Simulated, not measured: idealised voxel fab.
Module name: voxel fin reveal (process module)
The cross-section shown here is cut; it is 205 nm wide and divided into square cells measuring 5 nm on a side.
This document writes a cross-section as a grid whose cells are square, and gives it as bands, listed from the top down; one or more rows of cells form a band.
Quick guide to a band line: top height, bottom height (nm) up front; then every material left to right with its width in nm. Only one material and it's marked "edge to edge"? Then it fills the band edge to edge. And "blank" just means empty space.
Heights from 0 (as-received wafer is one material below). Bottom band endless downward, as "from 0 down".
Think of "30 to 40" as a width that walks from the first number to the second as you go down the band, top row to bottom row, taking equal-sized steps from row to row.
Take "stayed the same" at face value: in the step it is given for, the cross-section changed in none of its cells.
Basically, "Entrapped voids" tells you about the enclosed voids: empty spaces with no open way to the top, 8 cells or bigger, each written width x height at distance, where distance is from the left edge, all in nm.
What comes after the settings on a step's line is commentary from the simulator itself on that step.
overlay nm: mask right of planned place by this much (step with mask). Neg. = left.

**Set out below are the planned steps of the process**
| 1 | RECEIVE [material Si] |
| 2 | CONFORMAL_DEP [material SiN] [thk nm 5] |
| 3 | DIRECTIONAL_DEP [material aC] [thk nm 10] |
| 4 | PATTERN [tone cover] [mask id FINS] [material resist] [width nm 15] [pitch nm 40] [thk nm 25] [overlay nm 0] |
| 5 | DIRECTIONAL_ETCH [etch materials aC] [depth nm 10] |
| 6 | STRIP [etch materials resist] |
| 7 | DIRECTIONAL_ETCH [etch materials SiN] [depth nm 5] |
| 8 | DIRECTIONAL_ETCH [etch materials Si] [depth nm 35] |
| 9 | STRIP [etch materials aC] |
| 10 | OXIDIZE [depth nm 5] |
| 11 | FILL_DEP [material SiO2] [thk nm 5] |
| 12 | CMP [height nm 5] |
| 13 | SELECTIVE_ETCH [etch materials SiO2] [depth nm 15] |
| 14 | STRIP [etch materials SiN] |
| 15 | CONFORMAL_DEP [material SiO2] [thk nm 5] |

**Cross-section of the incoming wafer, state after step 1**
  from 0 down: Si edge to edge
  Entrapped voids: none

**Cross-sectional image of the first of two wafers at the end of the module, the run having proceeded as planned**
  from 5 to 0: blank (35); SiO2 (15); blank (25); SiO2 (15); blank (25); SiO2 (15); blank (25); SiO2 (15); blank (35)
  from 0 to -5: blank (35); SiO2 (5); Si (5); SiO2 (5); blank (25); SiO2 (5); Si (5); SiO2 (5); blank (25); SiO2 (5); Si (5); SiO2 (5); blank (25); SiO2 (5); Si (5); SiO2 (5); blank (35)
  from -5 to -40: SiO2 (40); Si (5); SiO2 (35); Si (5); SiO2 (35); Si (5); SiO2 (35); Si (5); SiO2 (40)
  from -40 down: Si edge to edge
  Entrapped voids: none

**Module end: cross-section of wafer two of two. Same start and process plan as the first wafer. One mistake during execution**
  from 5 to 0: blank (35); SiO2 (15); blank (25); SiO2 (15); blank (25); SiO2 (15); blank (25); SiO2 (15); blank (35)
  from 0 to -5: blank (35); SiO2 (5); Si (5); SiO2 (5); blank (25); SiO2 (5); Si (5); SiO2 (5); blank (25); SiO2 (5); Si (5); SiO2 (5); blank (25); SiO2 (5); Si (5); SiO2 (5); blank (35)
  from -5 to -30: SiO2 (40); Si (5); SiO2 (35); Si (5); SiO2 (35); Si (5); SiO2 (35); Si (5); SiO2 (40)
  from -30 down: Si edge to edge
  Entrapped voids: none
Against the plan, the run slipped here: step 8, actual vs plan mismatch, actual run DIRECTIONAL_ETCH [etch materials Si] [depth nm 25]
End of process, cell counts, second wafer against first, materials with more or fewer: 74 more of Si, 74 fewer of SiO2
